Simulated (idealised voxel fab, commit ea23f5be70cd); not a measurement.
The process module that follows is named voxel capacitor over wiring.
Section shown: cut. Width: 225 nm. Cell size: 5 nm, square.
Just so we're on the same page, the cross-sections are grids of square cells, and they're listed out in bands top to bottom, each band one or more rows deep. Heights first: top, then bottom, in nm. Then materials, left to right, each with a width in nm. "everywhere" on a single material: fills the band edge to edge. "air": empty space. Heights are reckoned from 0. Under this level, the received wafer is all of one material. The bottommost band is open-ended downward, for example "top 0, no bottom". Per-row width for "30 to 40": begins at first number (top row of band), ends at second number (bottom row), increment between rows held constant. Step note "no change" = no cross-section cell changed. Voids not open to the top, 8 cells minimum: see "Fully closed voids". Written width x height at distance; distance is from the left edge; nm. Step line, after settings: the simulator's comment on this step. "overlay nm", when on a step's line for a step with a mask, measures how far to the right of its planned place the mask lay; a negative measure means to the left.

## So here's the lineup of process steps we planned
- 1: RECEIVE,material Si
- 2: CONFORMAL_DEP,material SiO2,thk nm 15
- 3: DIRECTIONAL_DEP,material TiN,thk nm 5
- 4: DIRECTIONAL_DEP,material W,thk nm 15
- 5: MASKED_ETCH,tone cover,mask id METAL_1,width nm 25,pitch nm 95,etch materials W,depth nm 15,overlay nm 0
- 6: MASKED_ETCH,tone cover,mask id METAL_1,width nm 25,pitch nm 95,etch materials TiN,depth nm 5,overlay nm 0
- 7: CONFORMAL_DEP,material SiCN,thk nm 5
- 8: FILL_DEP,material lowk,thk nm 5
- 9: CMP,height nm 35
- 10: CONFORMAL_DEP,material SiCN,thk nm 5
- 11: DIRECTIONAL_DEP,material lowk,thk nm 15
- 12: PATTERN,tone open,mask id PLUG_1,material resist,width nm 15,thk nm 20,overlay nm 0
- 13: DIRECTIONAL_ETCH,etch materials lowk,depth nm 15
- 14: DIRECTIONAL_ETCH,etch materials SiCN,depth nm 5
- 15: STRIP,etch materials resist
- 16: CONFORMAL_DEP,material TiN,thk nm 5
- 17: FILL_DEP,material Ru,thk nm 10
- 18: CMP,height nm 55
- 19: DIRECTIONAL_DEP,material TiN,thk nm 5
- 20: DIRECTIONAL_DEP,material SiN,thk nm 5
- 21: DIRECTIONAL_DEP,material TiN,thk nm 5
- 22: PATTERN,tone cover,mask id UPPER_PLATE,material resist,width nm 75,thk nm 15,overlay nm 0
- 23: DIRECTIONAL_ETCH,etch materials TiN,depth nm 5
- 24: DIRECTIONAL_ETCH,etch materials SiN,depth nm 5
- 25: STRIP,etch materials resist
- 26: MASKED_ETCH,tone cover,mask id LOWER_PLATE,width nm 85,etch materials TiN,depth nm 5,overlay nm 0
- 27: FILL_DEP,material SiO2,thk nm 20
- 28: CMP,height nm 85
- 29: MASKED_ETCH,tone open,mask id PLUG_2,width nm 15,etch materials SiO2,depth nm 15,overlay nm 0
- 30: CONFORMAL_DEP,material TiN,thk nm 5
- 31: FILL_DEP,material Ru,thk nm 10
- 32: CMP,height nm 85
- 33: CONFORMAL_DEP,material SiN,thk nm 5

## So, the first of our two wafers, run just as we planned it

## Cross-section of the wafer at receipt, which is the condition after step 1
> top 0, no bottom  Si everywhere
> Fully closed voids: none

## So this is the wafer cross-section right after step 2
> top 15, bottom 0  SiO2 everywhere
> below 0: unchanged

## So this is the wafer cross-section right after step 3
> top 20, bottom 15  TiN everywhere
> below 15: unchanged

## So this is the wafer cross-section right after step 4
> top 35, bottom 20  W everywhere
> below 20: unchanged

## So this is the wafer cross-section right after step 5
> top 35, bottom 20  air=50, then W=25, then air=70, then W=25, then air=55
> below 20: unchanged

## So this is the wafer cross-section right after step 6
> top 35, bottom 20  air=50, then W=25, then air=70, then W=25, then air=55
> top 20, bottom 15  air=50, then TiN=25, then air=70, then TiN=25, then air=55
> below 15: unchanged

## So this is the wafer cross-section right after step 7
> top 40, bottom 35  air=45, then SiCN=35, then air=60, then SiCN=35, then air=50
> top 35, bottom 20  air=45, then SiCN=5, then W=25, then SiCN=5, then air=60, then SiCN=5, then W=25, then SiCN=5, then air=50
> top 20, bottom 15  SiCN=50, then TiN=25, then SiCN=70, then TiN=25, then SiCN=55
> below 15: unchanged

## So this is the wafer cross-section right after step 8
> top 45, bottom 40  lowk everywhere
> top 40, bottom 35  lowk=45, then SiCN=35, then lowk=60, then SiCN=35, then lowk=50
> top 35, bottom 20  lowk=45, then SiCN=5, then W=25, then SiCN=5, then lowk=60, then SiCN=5, then W=25, then SiCN=5, then lowk=50
> below 20: unchanged

## So this is the wafer cross-section right after step 9
> top 35, bottom 20  lowk=45, then SiCN=5, then W=25, then SiCN=5, then lowk=60, then SiCN=5, then W=25, then SiCN=5, then lowk=50
> below 20: unchanged

## So this is the wafer cross-section right after step 10
> top 40, bottom 35  SiCN everywhere
> below 35: unchanged

## So this is the wafer cross-section right after step 11
> top 55, bottom 40  lowk everywhere
> below 40: unchanged

## So this is the wafer cross-section right after step 12
> top 75, bottom 55  resist=60, then air=15, then resist=150
> below 55: unchanged

## So this is the wafer cross-section right after step 13
> top 75, bottom 55  resist=60, then air=15, then resist=150
> top 55, bottom 40  lowk=60, then air=15, then lowk=150
> below 40: unchanged

## So this is the wafer cross-section right after step 14
> top 75, bottom 55  resist=60, then air=15, then resist=150
> top 55, bottom 40  lowk=60, then air=15, then lowk=150
> top 40, bottom 35  SiCN=60, then air=15, then SiCN=150
> below 35: unchanged

## So this is the wafer cross-section right after step 15
> top 55, bottom 40  lowk=60, then air=15, then lowk=150
> below 40: unchanged

## So this is the wafer cross-section right after step 16
> top 60, bottom 55  TiN=65, then air=5, then TiN=155
> top 55, bottom 40  lowk=60, then TiN=5, then air=5, then TiN=5, then lowk=150
> top 40, bottom 35  SiCN=60, then TiN=15, then SiCN=150
> below 35: unchanged

## So this is the wafer cross-section right after step 17
> top 70, bottom 60  Ru everywhere
> top 60, bottom 55  TiN=65, then Ru=5, then TiN=155
> top 55, bottom 40  lowk=60, then TiN=5, then Ru=5, then TiN=5, then lowk=150
> below 40: unchanged

## So this is the wafer cross-section right after step 18
> top 55, bottom 40  lowk=60, then TiN=5, then Ru=5, then TiN=5, then lowk=150
> below 40: unchanged

## So this is the wafer cross-section right after step 19
> top 60, bottom 55  TiN everywhere
> below 55: unchanged

## So this is the wafer cross-section right after step 20
> top 65, bottom 60  SiN everywhere
> below 60: unchanged

## So this is the wafer cross-section right after step 21
> top 70, bottom 65  TiN everywhere
> below 65: unchanged

## So this is the wafer cross-section right after step 22
> top 85, bottom 70  air=60, then resist=75, then air=90
> below 70: unchanged

## So this is the wafer cross-section right after step 23
> top 85, bottom 70  air=60, then resist=75, then air=90
> top 70, bottom 65  air=60, then TiN=75, then air=90
> below 65: unchanged

## So this is the wafer cross-section right after step 24
> top 85, bottom 70  air=60, then resist=75, then air=90
> top 70, bottom 65  air=60, then TiN=75, then air=90
> top 65, bottom 60  air=60, then SiN=75, then air=90
> below 60: unchanged

## So this is the wafer cross-section right after step 25
> top 70, bottom 65  air=60, then TiN=75, then air=90
> below 65: unchanged

## So this is the wafer cross-section right after step 26
> top 70, bottom 65  air=60, then TiN=75, then air=90
> top 65, bottom 60  air=60, then SiN=75, then air=90
> top 60, bottom 55  air=55, then TiN=85, then air=85
> below 55: unchanged

## So this is the wafer cross-section right after step 27
> top 90, bottom 70  SiO2 everywhere
> top 70, bottom 65  SiO2=60, then TiN=75, then SiO2=90
> top 65, bottom 60  SiO2=60, then SiN=75, then SiO2=90
> top 60, bottom 55  SiO2=55, then TiN=85, then SiO2=85
> below 55: unchanged

## So this is the wafer cross-section right after step 28
> top 85, bottom 70  SiO2 everywhere
> below 70: unchanged

## So this is the wafer cross-section right after step 29
> top 85, bottom 70  SiO2=70, then air=15, then SiO2=140
> below 70: unchanged

## So this is the wafer cross-section right after step 30
> top 90, bottom 85  TiN=75, then air=5, then TiN=145
> top 85, bottom 75  SiO2=70, then TiN=5, then air=5, then TiN=5, then SiO2=140
> top 75, bottom 65  SiO2=70 to 60, then TiN=15 to 75, then SiO2=140 to 90
> below 65: unchanged

## So this is the wafer cross-section right after step 31
> top 100, bottom 90  Ru everywhere
> top 90, bottom 85  TiN=75, then Ru=5, then TiN=145
> top 85, bottom 75  SiO2=70, then TiN=5, then Ru=5, then TiN=5, then SiO2=140
> below 75: unchanged

## So this is the wafer cross-section right after step 32
> top 85, bottom 75  SiO2=70, then TiN=5, then Ru=5, then TiN=5, then SiO2=140
> below 75: unchanged

## So this is the wafer cross-section right after step 33
> top 90, bottom 85  SiN everywhere
> below 85: unchanged

## second wafer: like start, like plan, one mistake. Through step 20 it matches the first wafer

## Cross-section of the second wafer when, according to plan, step 21 should have finished
> top 80, bottom 65  TiN everywhere
> below 65: unchanged

## Cross-section of the second wafer when, according to plan, step 22 should have finished
> top 95, bottom 80  air=60, then resist=75, then air=90
> below 80: unchanged

## Cross-section of the second wafer when, according to plan, step 23 should have finished
> top 95, bottom 80  air=60, then resist=75, then air=90
> top 80, bottom 75  air=60, then TiN=75, then air=90
> below 75: unchanged

Cross-section of the second wafer when, according to plan, step 24 should have finished: no change

## Cross-section of the second wafer when, according to plan, step 25 should have finished
> top 80, bottom 75  air=60, then TiN=75, then air=90
> below 75: unchanged

## Cross-section of the second wafer when, according to plan, step 26 should have finished
> top 80, bottom 70  air=60 to 55, then TiN=75 to 85, then air=90 to 85
> below 70: unchanged

## Cross-section of the second wafer when, according to plan, step 27 should have finished
> top 100, bottom 80  SiO2 everywhere
> top 80, bottom 70  SiO2=60 to 55, then TiN=75 to 85, then SiO2=90 to 85
> below 70: unchanged

## Cross-section of the second wafer when, according to plan, step 28 should have finished
> top 85, bottom 80  SiO2 everywhere
> below 80: unchanged

## Cross-section of the second wafer when, according to plan, step 29 should have finished
> top 85, bottom 80  SiO2=70, then air=15, then SiO2=140
> below 80: unchanged

## Cross-section of the second wafer when, according to plan, step 30 should have finished
> top 90, bottom 85  TiN=75, then air=5, then TiN=145
> top 85, bottom 75  SiO2=70 to 60, then TiN=15 to 75, then SiO2=140 to 90
> below 75: unchanged

## Cross-section of the second wafer when, according to plan, step 31 should have finished
> top 100, bottom 90  Ru everywhere
> top 90, bottom 85  TiN=75, then Ru=5, then TiN=145
> below 85: unchanged

## Cross-section of the second wafer when, according to plan, step 32 should have finished
> top 85, bottom 75  SiO2=70 to 60, then TiN=15 to 75, then SiO2=140 to 90
> below 75: unchanged

## Cross-section of the second wafer when, according to plan, step 33 should have finished
> top 90, bottom 85  SiN everywhere
> below 85: unchanged
Deviation noted in wafer processing: the process deviated at step 21: the operation and settings actually run there were DIRECTIONAL_DEP,material TiN,thk nm 15
The final cell counts differ between the wafers, with the second having more or fewer of some materials than the first: Ru: 2 fewer | SiN: 30 more | SiO2: 114 fewer | TiN: 86 more
